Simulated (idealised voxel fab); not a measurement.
This section sets out a process module, namely voxel gate over fins.
The width of the displayed cross-section, cut, is 140 nm; its cells are square, with a size of 5 nm.
Each cross-section below is a grid of square cells, stated as bands in top-down order, with one or more rows of cells making up each band. Quick guide to a band line: top height, bottom height (nm) up front; then every material left to right with its width in nm. Only one material and it's marked "all across"? Then it fills the band edge to edge. And "blank" just means empty space. Below 0: as-received wafer, all one material; heights counted from there. Lowest band: no bottom, goes on down, written "0 down". Per-row width for "30..40": begins at first number (top row of band), ends at second number (bottom row), increment between rows held constant. For the purposes of this document, the phrase "no modification" attached to a step denotes that no cell within the cross-section was modified by that step. Any empty space of 8 cells or more lacking an open way to the top shows up in "Sealed void list" as width x height at distance, distance from the left edge, in nm. On each step's line, the part that comes after the settings is the simulator's own comment on the step. "overlay nm" answers the question of how far to the right of plan the mask lay on a step that has a mask, and when it is negative the answer is to the left.
**Planned process steps**
step 1: RECEIVE [material Si]
step 2: CONFORMAL_DEP [material SiN] [thk nm 10]
step 3: DIRECTIONAL_DEP [material aC] [thk nm 10]
step 4: PATTERN [tone cover] [mask id FINS] [material resist] [width nm 15] [pitch nm 55] [thk nm 25] [overlay nm 0]
step 5: DIRECTIONAL_ETCH [etch materials aC] [depth nm 10]
step 6: STRIP [etch materials resist]
step 7: DIRECTIONAL_ETCH [etch materials SiN] [depth nm 10]
step 8: DIRECTIONAL_ETCH [etch materials Si] [depth nm 35]
step 9: STRIP [etch materials aC]
step 10: OXIDIZE [depth nm 5]
step 11: FILL_DEP [material SiO2] [thk nm 10]
step 12: CMP [height nm 10]
step 13: DIRECTIONAL_DEP [material aC] [thk nm 15]
step 14: PATTERN [tone open] [mask id RAIL] [material resist] [width nm 15] [thk nm 30] [overlay nm 0]
step 15: DIRECTIONAL_ETCH [etch materials aC] [depth nm 15]
step 16: STRIP [etch materials resist]
step 17: DIRECTIONAL_ETCH [etch materials SiO2] [depth nm 40]
step 18: STRIP [etch materials aC]
step 19: CONFORMAL_DEP [material TiN] [thk nm 5]
step 20: FILL_DEP [material Ru] [thk nm 10]
step 21: CMP [height nm 10]
step 22: SELECTIVE_ETCH [etch materials W Ru TiN] [depth nm 25]
step 23: FILL_DEP [material SiO2] [thk nm 5]
step 24: CMP [height nm 10]
step 25: SELECTIVE_ETCH [etch materials SiO2] [depth nm 20]
step 26: STRIP [etch materials SiN]
step 27: CONFORMAL_DEP [material HfO2] [thk nm 5]
step 28: CONFORMAL_DEP [material TiN] [thk nm 5]
step 29: CONFORMAL_DEP [material TiAl] [thk nm 5]
step 30: CONFORMAL_DEP [material TiN] [thk nm 5]
step 31: FILL_DEP [material W] [thk nm 15]
step 32: CMP [height nm 30]
step 33: CONFORMAL_DEP [material SiCN] [thk nm 10]
**First of two wafers - as planned**
**Wafer at receipt (post step 1), cross-section**
- 0 down = Si all across
- Sealed void list: none
**The following cross-section depicts the wafer upon completion of step 2**
- 10 to 0 = SiN all across
- Below a height of 0, the structure has not been altered.
**The following cross-section depicts the wafer upon completion of step 3**
- 20 to 10 = aC all across
- Below a height of 10, the structure has not been altered.
**The following cross-section depicts the wafer upon completion of step 4**
- 45 to 20 = blank (35)  resist (15)  blank (40)  resist (15)  blank (35)
- Below a height of 20, the structure has not been altered.
**The following cross-section depicts the wafer upon completion of step 5**
- 35 to 20 = blank (35)  resist (15)  blank (40)  resist (15)  blank (35)
- 20 to 10 = blank (35)  aC (15)  blank (40)  aC (15)  blank (35)
- Below a height of 10, the structure has not been altered.
**The following cross-section depicts the wafer upon completion of step 6**
- 20 to 10 = blank (35)  aC (15)  blank (40)  aC (15)  blank (35)
- Below a height of 10, the structure has not been altered.
**The following cross-section depicts the wafer upon completion of step 7**
- 20 to 10 = blank (35)  aC (15)  blank (40)  aC (15)  blank (35)
- 10 to 0 = blank (35)  SiN (15)  blank (40)  SiN (15)  blank (35)
- Below a height of 0, the structure has not been altered.
**The following cross-section depicts the wafer upon completion of step 8**
- 20 to 10 = blank (35)  aC (15)  blank (40)  aC (15)  blank (35)
- 10 to 0 = blank (35)  SiN (15)  blank (40)  SiN (15)  blank (35)
- 0 to -35 = blank (35)  Si (15)  blank (40)  Si (15)  blank (35)
- Below a height of -35, the structure has not been altered.
**The following cross-section depicts the wafer upon completion of step 9**
- 10 to 0 = blank (35)  SiN (15)  blank (40)  SiN (15)  blank (35)
- Below a height of 0, the structure has not been altered.
**The following cross-section depicts the wafer upon completion of step 10**
- 10 to 0 = blank (35)  SiN (15)  blank (40)  SiN (15)  blank (35)
- 0 to -35 = blank (35)  SiO2 (5)  Si (5)  SiO2 (5)  blank (40)  SiO2 (5)  Si (5)  SiO2 (5)  blank (35)
- -35 to -40 = SiO2 (40)  Si (5)  SiO2 (50)  Si (5)  SiO2 (40)
- Below a height of -40, the structure has not been altered.
**The following cross-section depicts the wafer upon completion of step 11**
- 20 to 10 = SiO2 all across
- 10 to 0 = SiO2 (35)  SiN (15)  SiO2 (40)  SiN (15)  SiO2 (35)
- 0 to -40 = SiO2 (40)  Si (5)  SiO2 (50)  Si (5)  SiO2 (40)
- Below a height of -40, the structure has not been altered.
**The following cross-section depicts the wafer upon completion of step 12**
- 10 to 0 = SiO2 (35)  SiN (15)  SiO2 (40)  SiN (15)  SiO2 (35)
- Below a height of 0, the structure has not been altered.
**The following cross-section depicts the wafer upon completion of step 13**
- 25 to 10 = aC all across
- Below a height of 10, the structure has not been altered.
**The following cross-section depicts the wafer upon completion of step 14**
- 55 to 25 = resist (60)  blank (15)  resist (65)
- Below a height of 25, the structure has not been altered.
**The following cross-section depicts the wafer upon completion of step 15**
- 40 to 25 = resist (60)  blank (15)  resist (65)
- 25 to 10 = aC (60)  blank (15)  aC (65)
- Below a height of 10, the structure has not been altered.
**The following cross-section depicts the wafer upon completion of step 16**
- 25 to 10 = aC (60)  blank (15)  aC (65)
- Below a height of 10, the structure has not been altered.
**The following cross-section depicts the wafer upon completion of step 17**
- 25 to 10 = aC (60)  blank (15)  aC (65)
- 10 to 0 = SiO2 (35)  SiN (15)  SiO2 (10)  blank (15)  SiO2 (15)  SiN (15)  SiO2 (35)
- 0 to -30 = SiO2 (40)  Si (5)  SiO2 (15)  blank (15)  SiO2 (20)  Si (5)  SiO2 (40)
- Below a height of -30, the structure has not been altered.
**The following cross-section depicts the wafer upon completion of step 18**
- 10 to 0 = SiO2 (35)  SiN (15)  SiO2 (10)  blank (15)  SiO2 (15)  SiN (15)  SiO2 (35)
- Below a height of 0, the structure has not been altered.
**The following cross-section depicts the wafer upon completion of step 19**
- 15 to 10 = TiN (65)  blank (5)  TiN (70)
- 10 to 0 = SiO2 (35)  SiN (15)  SiO2 (10)  TiN (5)  blank (5)  TiN (5)  SiO2 (15)  SiN (15)  SiO2 (35)
- 0 to -25 = SiO2 (40)  Si (5)  SiO2 (15)  TiN (5)  blank (5)  TiN (5)  SiO2 (20)  Si (5)  SiO2 (40)
- -25 to -30 = SiO2 (40)  Si (5)  SiO2 (15)  TiN (15)  SiO2 (20)  Si (5)  SiO2 (40)
- Below a height of -30, the structure has not been altered.
**The following cross-section depicts the wafer upon completion of step 20**
- 25 to 15 = Ru all across
- 15 to 10 = TiN (65)  Ru (5)  TiN (70)
- 10 to 0 = SiO2 (35)  SiN (15)  SiO2 (10)  TiN (5)  Ru (5)  TiN (5)  SiO2 (15)  SiN (15)  SiO2 (35)
- 0 to -25 = SiO2 (40)  Si (5)  SiO2 (15)  TiN (5)  Ru (5)  TiN (5)  SiO2 (20)  Si (5)  SiO2 (40)
- Below a height of -25, the structure has not been altered.
**The following cross-section depicts the wafer upon completion of step 21**
- 10 to 0 = SiO2 (35)  SiN (15)  SiO2 (10)  TiN (5)  Ru (5)  TiN (5)  SiO2 (15)  SiN (15)  SiO2 (35)
- Below a height of 0, the structure has not been altered.
**The following cross-section depicts the wafer upon completion of step 22**
- 10 to 0 = SiO2 (35)  SiN (15)  SiO2 (10)  blank (15)  SiO2 (15)  SiN (15)  SiO2 (35)
- 0 to -15 = SiO2 (40)  Si (5)  SiO2 (15)  blank (15)  SiO2 (20)  Si (5)  SiO2 (40)
- Below a height of -15, the structure has not been altered.
**The following cross-section depicts the wafer upon completion of step 23**
- 15 to 10 = SiO2 all across
- 10 to 0 = SiO2 (35)  SiN (15)  SiO2 (40)  SiN (15)  SiO2 (35)
- 0 to -15 = SiO2 (40)  Si (5)  SiO2 (50)  Si (5)  SiO2 (40)
- Below a height of -15, the structure has not been altered.
**The following cross-section depicts the wafer upon completion of step 24**
- 10 to 0 = SiO2 (35)  SiN (15)  SiO2 (40)  SiN (15)  SiO2 (35)
- Below a height of 0, the structure has not been altered.
**The following cross-section depicts the wafer upon completion of step 25**
- 10 to 0 = blank (35)  SiN (15)  blank (40)  SiN (15)  blank (35)
- 0 to -10 = blank (40)  Si (5)  blank (50)  Si (5)  blank (40)
- Below a height of -10, the structure has not been altered.
**The following cross-section depicts the wafer upon completion of step 26**
- 0 to -10 = blank (40)  Si (5)  blank (50)  Si (5)  blank (40)
- Below a height of -10, the structure has not been altered.
**The following cross-section depicts the wafer upon completion of step 27**
- 5 to 0 = blank (35)  HfO2 (15)  blank (40)  HfO2 (15)  blank (35)
- 0 to -5 = blank (35)  HfO2 (5)  Si (5)  HfO2 (5)  blank (40)  HfO2 (5)  Si (5)  HfO2 (5)  blank (35)
- -5 to -10 = HfO2 (40)  Si (5)  HfO2 (50)  Si (5)  HfO2 (40)
- Below a height of -10, the structure has not been altered.
**The following cross-section depicts the wafer upon completion of step 28**
- 10 to 5 = blank (30)  TiN (25)  blank (30)  TiN (25)  blank (30)
- 5 to 0 = blank (30)  TiN (5)  HfO2 (15)  TiN (5)  blank (30)  TiN (5)  HfO2 (15)  TiN (5)  blank (30)
- 0 to -5 = TiN (35)  HfO2 (5)  Si (5)  HfO2 (5)  TiN (40)  HfO2 (5)  Si (5)  HfO2 (5)  TiN (35)
- Below a height of -5, the structure has not been altered.
**The following cross-section depicts the wafer upon completion of step 29**
- 15 to 10 = blank (25)  TiAl (35)  blank (20)  TiAl (35)  blank (25)
- 10 to 5 = blank (25)  TiAl (5)  TiN (25)  TiAl (5)  blank (20)  TiAl (5)  TiN (25)  TiAl (5)  blank (25)
- 5 to 0 = TiAl (30)  TiN (5)  HfO2 (15)  TiN (5)  TiAl (30)  TiN (5)  HfO2 (15)  TiN (5)  TiAl (30)
- Below a height of 0, the structure has not been altered.
**The following cross-section depicts the wafer upon completion of step 30**
- 20 to 15 = blank (20)  TiN (45)  blank (10)  TiN (45)  blank (20)
- 15 to 10 = blank (20)  TiN (5)  TiAl (35)  TiN (5)  blank (10)  TiN (5)  TiAl (35)  TiN (5)  blank (20)
- 10 to 5 = TiN (25)  TiAl (5)  TiN (25)  TiAl (5)  TiN (20)  TiAl (5)  TiN (25)  TiAl (5)  TiN (25)
- Below a height of 5, the structure has not been altered.
**The following cross-section depicts the wafer upon completion of step 31**
- 35 to 20 = W all across
- 20 to 15 = W (20)  TiN (45)  W (10)  TiN (45)  W (20)
- 15 to 10 = W (20)  TiN (5)  TiAl (35)  TiN (5)  W (10)  TiN (5)  TiAl (35)  TiN (5)  W (20)
- Below a height of 10, the structure has not been altered.
**The following cross-section depicts the wafer upon completion of step 32**
- 30 to 20 = W all across
- Below a height of 20, the structure has not been altered.
**The following cross-section depicts the wafer upon completion of step 33**
- 40 to 30 = SiCN all across
- Below a height of 30, the structure has not been altered.
**Second wafer - shared start and plan with the first - one error in running - same as the first up to step 7 inclusive**
**Second wafer at the planned finish of step 8, seen in cross-section**
- 20 to 10 = blank (35)  aC (15)  blank (40)  aC (15)  blank (35)
- 10 to 0 = blank (35)  SiN (15)  blank (40)  SiN (15)  blank (35)
- 0 to -70 = blank (35)  Si (15)  blank (40)  Si (15)  blank (35)
- Below a height of -70, the structure has not been altered.
**Second wafer at the planned finish of step 9, seen in cross-section**
- 10 to 0 = blank (35)  SiN (15)  blank (40)  SiN (15)  blank (35)
- Below a height of 0, the structure has not been altered.
**Second wafer at the planned finish of step 10, seen in cross-section**
- 10 to 0 = blank (35)  SiN (15)  blank (40)  SiN (15)  blank (35)
- 0 to -70 = blank (35)  SiO2 (5)  Si (5)  SiO2 (5)  blank (40)  SiO2 (5)  Si (5)  SiO2 (5)  blank (35)
- -70 to -75 = SiO2 (40)  Si (5)  SiO2 (50)  Si (5)  SiO2 (40)
- Below a height of -75, the structure has not been altered.
**Second wafer at the planned finish of step 11, seen in cross-section**
- 20 to 10 = SiO2 all across
- 10 to 0 = SiO2 (35)  SiN (15)  SiO2 (40)  SiN (15)  SiO2 (35)
- 0 to -75 = SiO2 (40)  Si (5)  SiO2 (50)  Si (5)  SiO2 (40)
- Below a height of -75, the structure has not been altered.
**Second wafer at the planned finish of step 12, seen in cross-section**
- 10 to 0 = SiO2 (35)  SiN (15)  SiO2 (40)  SiN (15)  SiO2 (35)
- Below a height of 0, the structure has not been altered.
**Second wafer at the planned finish of step 13, seen in cross-section**
- 25 to 10 = aC all across
- Below a height of 10, the structure has not been altered.
**Second wafer at the planned finish of step 14, seen in cross-section**
- 55 to 25 = resist (60)  blank (15)  resist (65)
- Below a height of 25, the structure has not been altered.
**Second wafer at the planned finish of step 15, seen in cross-section**
- 40 to 25 = resist (60)  blank (15)  resist (65)
- 25 to 10 = aC (60)  blank (15)  aC (65)
- Below a height of 10, the structure has not been altered.
**Second wafer at the planned finish of step 16, seen in cross-section**
- 25 to 10 = aC (60)  blank (15)  aC (65)
- Below a height of 10, the structure has not been altered.
**Second wafer at the planned finish of step 17, seen in cross-section**
- 25 to 10 = aC (60)  blank (15)  aC (65)
- 10 to 0 = SiO2 (35)  SiN (15)  SiO2 (10)  blank (15)  SiO2 (15)  SiN (15)  SiO2 (35)
- 0 to -30 = SiO2 (40)  Si (5)  SiO2 (15)  blank (15)  SiO2 (20)  Si (5)  SiO2 (40)
- Below a height of -30, the structure has not been altered.
**Second wafer at the planned finish of step 18, seen in cross-section**
- 10 to 0 = SiO2 (35)  SiN (15)  SiO2 (10)  blank (15)  SiO2 (15)  SiN (15)  SiO2 (35)
- Below a height of 0, the structure has not been altered.
**Second wafer at the planned finish of step 19, seen in cross-section**
- 15 to 10 = TiN (65)  blank (5)  TiN (70)
- 10 to 0 = SiO2 (35)  SiN (15)  SiO2 (10)  TiN (5)  blank (5)  TiN (5)  SiO2 (15)  SiN (15)  SiO2 (35)
- 0 to -25 = SiO2 (40)  Si (5)  SiO2 (15)  TiN (5)  blank (5)  TiN (5)  SiO2 (20)  Si (5)  SiO2 (40)
- -25 to -30 = SiO2 (40)  Si (5)  SiO2 (15)  TiN (15)  SiO2 (20)  Si (5)  SiO2 (40)
- Below a height of -30, the structure has not been altered.
**Second wafer at the planned finish of step 20, seen in cross-section**
- 25 to 15 = Ru all across
- 15 to 10 = TiN (65)  Ru (5)  TiN (70)
- 10 to 0 = SiO2 (35)  SiN (15)  SiO2 (10)  TiN (5)  Ru (5)  TiN (5)  SiO2 (15)  SiN (15)  SiO2 (35)
- 0 to -25 = SiO2 (40)  Si (5)  SiO2 (15)  TiN (5)  Ru (5)  TiN (5)  SiO2 (20)  Si (5)  SiO2 (40)
- Below a height of -25, the structure has not been altered.
**Second wafer at the planned finish of step 21, seen in cross-section**
- 10 to 0 = SiO2 (35)  SiN (15)  SiO2 (10)  TiN (5)  Ru (5)  TiN (5)  SiO2 (15)  SiN (15)  SiO2 (35)
- Below a height of 0, the structure has not been altered.
**Second wafer at the planned finish of step 22, seen in cross-section**
- 10 to 0 = SiO2 (35)  SiN (15)  SiO2 (10)  blank (15)  SiO2 (15)  SiN (15)  SiO2 (35)
- 0 to -15 = SiO2 (40)  Si (5)  SiO2 (15)  blank (15)  SiO2 (20)  Si (5)  SiO2 (40)
- Below a height of -15, the structure has not been altered.
**Second wafer at the planned finish of step 23, seen in cross-section**
- 15 to 10 = SiO2 all across
- 10 to 0 = SiO2 (35)  SiN (15)  SiO2 (40)  SiN (15)  SiO2 (35)
- 0 to -15 = SiO2 (40)  Si (5)  SiO2 (50)  Si (5)  SiO2 (40)
- Below a height of -15, the structure has not been altered.
**Second wafer at the planned finish of step 24, seen in cross-section**
- 10 to 0 = SiO2 (35)  SiN (15)  SiO2 (40)  SiN (15)  SiO2 (35)
- Below a height of 0, the structure has not been altered.
**Second wafer at the planned finish of step 25, seen in cross-section**
- 10 to 0 = blank (35)  SiN (15)  blank (40)  SiN (15)  blank (35)
- 0 to -10 = blank (40)  Si (5)  blank (50)  Si (5)  blank (40)
- Below a height of -10, the structure has not been altered.
**Second wafer at the planned finish of step 26, seen in cross-section**
- 0 to -10 = blank (40)  Si (5)  blank (50)  Si (5)  blank (40)
- Below a height of -10, the structure has not been altered.
**Second wafer at the planned finish of step 27, seen in cross-section**
- 5 to 0 = blank (35)  HfO2 (15)  blank (40)  HfO2 (15)  blank (35)
- 0 to -5 = blank (35)  HfO2 (5)  Si (5)  HfO2 (5)  blank (40)  HfO2 (5)  Si (5)  HfO2 (5)  blank (35)
- -5 to -10 = HfO2 (40)  Si (5)  HfO2 (50)  Si (5)  HfO2 (40)
- Below a height of -10, the structure has not been altered.
**Second wafer at the planned finish of step 28, seen in cross-section**
- 10 to 5 = blank (30)  TiN (25)  blank (30)  TiN (25)  blank (30)
- 5 to 0 = blank (30)  TiN (5)  HfO2 (15)  TiN (5)  blank (30)  TiN (5)  HfO2 (15)  TiN (5)  blank (30)
- 0 to -5 = TiN (35)  HfO2 (5)  Si (5)  HfO2 (5)  TiN (40)  HfO2 (5)  Si (5)  HfO2 (5)  TiN (35)
- Below a height of -5, the structure has not been altered.
**Second wafer at the planned finish of step 29, seen in cross-section**
- 15 to 10 = blank (25)  TiAl (35)  blank (20)  TiAl (35)  blank (25)
- 10 to 5 = blank (25)  TiAl (5)  TiN (25)  TiAl (5)  blank (20)  TiAl (5)  TiN (25)  TiAl (5)  blank (25)
- 5 to 0 = TiAl (30)  TiN (5)  HfO2 (15)  TiN (5)  TiAl (30)  TiN (5)  HfO2 (15)  TiN (5)  TiAl (30)
- Below a height of 0, the structure has not been altered.
**Second wafer at the planned finish of step 30, seen in cross-section**
- 20 to 15 = blank (20)  TiN (45)  blank (10)  TiN (45)  blank (20)
- 15 to 10 = blank (20)  TiN (5)  TiAl (35)  TiN (5)  blank (10)  TiN (5)  TiAl (35)  TiN (5)  blank (20)
- 10 to 5 = TiN (25)  TiAl (5)  TiN (25)  TiAl (5)  TiN (20)  TiAl (5)  TiN (25)  TiAl (5)  TiN (25)
- Below a height of 5, the structure has not been altered.
**Second wafer at the planned finish of step 31, seen in cross-section**
- 35 to 20 = W all across
- 20 to 15 = W (20)  TiN (45)  W (10)  TiN (45)  W (20)
- 15 to 10 = W (20)  TiN (5)  TiAl (35)  TiN (5)  W (10)  TiN (5)  TiAl (35)  TiN (5)  W (20)
- Below a height of 10, the structure has not been altered.
**Second wafer at the planned finish of step 32, seen in cross-section**
- 30 to 20 = W all across
- Below a height of 20, the structure has not been altered.
**Second wafer at the planned finish of step 33, seen in cross-section**
- 40 to 30 = SiCN all across
- Below a height of 30, the structure has not been altered.
In executing the process, a mistake was made relative to the plan: step 8 in the plan was executed twice
It is noted that, at the conclusion of processing, the second wafer exhibits a higher or lower cell count for certain materials relative to the first: Si: 182 fewer, SiO2: 182 more
